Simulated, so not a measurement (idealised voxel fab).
You're looking at the process module voxel gate over fins.
The width of the displayed cross-section, cut, is 240 nm; its cells are square, with a size of 5 nm.
Cross-sections here: square-cell grids, written as top-down lists of bands, a band being one or more rows of cells. First you get the band's top height and its bottom height, in nm, and then the materials it's made of, left to right, with each width in nm. If you see a single material with "throughout", that one covers the band edge to edge. "blank" is empty space. Basically, 0 is our baseline, since under it the wafer straight out of the box is all one material. The bottom band has no lower end and keeps on going down, so it looks like "0 and below". With a width like "30..40", each row of cells in the band differs from the next by the same amount, the top row carrying the first number and the bottom row the second. Where a step carries "no change", the cross-section came out of it unchanged, cell for cell. "Enclosed empty spaces": sealed empty spaces, 8 cells or more, no open way to top, listed width x height at distance, with distance from the left edge and width, height and distance in nm. Anything after a step's settings on that line? It's the simulator's own note about the step. overlay nm: mask right of planned place by this much (step with mask). Neg. = left.
**The steps planned for the process are as follows**
- 1: RECEIVE (material Si)
- 2: CONFORMAL_DEP (material SiN; thk nm 10)
- 3: MASKED_ETCH (tone cover; mask id FINS; width nm 15; pitch nm 60; etch materials SiN; depth nm 10; overlay nm 0)
- 4: MASKED_ETCH (tone cover; mask id FINS; width nm 15; pitch nm 60; etch materials Si; depth nm 40; overlay nm 0)
- 5: FILL_DEP (material SiO2; thk nm 15)
- 6: CMP (height nm 10)
- 7: PATTERN (tone open; mask id RAIL; material resist; width nm 15; thk nm 15; overlay nm 0)
- 8: DIRECTIONAL_ETCH (etch materials SiO2; depth nm 45)
- 9: STRIP (etch materials resist)
- 10: CONFORMAL_DEP (material TiN; thk nm 5)
- 11: FILL_DEP (material W; thk nm 5)
- 12: CMP (height nm 10)
- 13: SELECTIVE_ETCH (etch materials W Ru TiN; depth nm 30)
- 14: FILL_DEP (material SiO2; thk nm 5)
- 15: CMP (height nm 10)
- 16: SELECTIVE_ETCH (etch materials SiO2; depth nm 25)
- 17: STRIP (etch materials SiN)
- 18: CONFORMAL_DEP (material HfO2; thk nm 5)
- 19: CONFORMAL_DEP (material TiN; thk nm 5)
- 20: FILL_DEP (material W; thk nm 10)
- 21: CMP (height nm 15)
- 22: CONFORMAL_DEP (material SiN; thk nm 10)
**as received, after step 1**
    0 and below = Si throughout
    Enclosed empty spaces: none
**Cross-sectional image of the first of two wafers at the end of the module, the run having proceeded as planned**
    25 down to 15 = SiN throughout
    15 down to 10 = W throughout
    10 down to 5 = W=70 / TiN=35 / W=25 / TiN=35 / W=75
    5 down to 0 = W=70 / TiN=5 / HfO2=25 / TiN=5 / W=25 / TiN=5 / HfO2=25 / TiN=5 / W=75
    0 down to -5 = W=70 / TiN=5 / HfO2=5 / Si=15 / HfO2=5 / TiN=5 / W=25 / TiN=5 / HfO2=5 / Si=15 / HfO2=5 / TiN=5 / W=75
    -5 down to -10 = TiN=75 / HfO2=5 / Si=15 / HfO2=5 / TiN=35 / HfO2=5 / Si=15 / HfO2=5 / TiN=80
    -10 down to -15 = HfO2=80 / Si=15 / HfO2=45 / Si=15 / HfO2=85
    -15 down to -20 = SiO2=80 / Si=15 / SiO2=45 / Si=15 / SiO2=85
    -20 down to -30 = SiO2=80 / Si=15 / SiO2=15 / TiN=5 / W=5 / TiN=5 / SiO2=15 / Si=15 / SiO2=85
    -30 down to -35 = SiO2=80 / Si=15 / SiO2=15 / TiN=15 / SiO2=15 / Si=15 / SiO2=85
    -35 down to -40 = SiO2=80 / Si=15 / SiO2=45 / Si=15 / SiO2=85
    -40 and below = Si throughout
    Enclosed empty spaces: none
**Cross-sectional view of the second of two wafers upon completion of the module. This wafer shared its starting condition and process plan with the first; one error was made during its execution**
    25 down to 15 = SiN throughout
    15 down to 10 = W throughout
    10 down to 5 = W=70 / TiN=35 / W=25 / TiN=35 / W=75
    5 down to 0 = W=70 / TiN=5 / HfO2=25 / TiN=5 / W=25 / TiN=5 / HfO2=25 / TiN=5 / W=75
    0 down to -5 = W=70 / TiN=5 / HfO2=5 / Si=15 / HfO2=5 / TiN=5 / W=25 / TiN=5 / HfO2=5 / Si=15 / HfO2=5 / TiN=5 / W=75
    -5 down to -10 = TiN=75 / HfO2=5 / Si=15 / HfO2=5 / TiN=35 / HfO2=5 / Si=15 / HfO2=5 / TiN=80
    -10 down to -15 = HfO2=80 / Si=15 / HfO2=45 / Si=15 / HfO2=85
    -15 down to -20 = SiO2=80 / Si=15 / SiO2=45 / Si=15 / SiO2=85
    -20 down to -30 = SiO2=80 / Si=15 / SiO2=15 / TiN=5 / W=5 / TiN=5 / SiO2=15 / Si=15 / SiO2=85
    -30 down to -35 = SiO2=80 / Si=15 / SiO2=15 / TiN=15 / SiO2=15 / Si=15 / SiO2=85
    -35 and below = Si throughout
    Enclosed empty spaces: none
Deviation noted in wafer processing: off-plan run, step 4, actual operation and settings MASKED_ETCH (tone cover; mask id FINS; width nm 15; pitch nm 60; etch materials Si; depth nm 35; overlay nm 0)
Cell-count delta at end, second wafer over first, by material: Si: 42 more | SiO2: 42 fewer
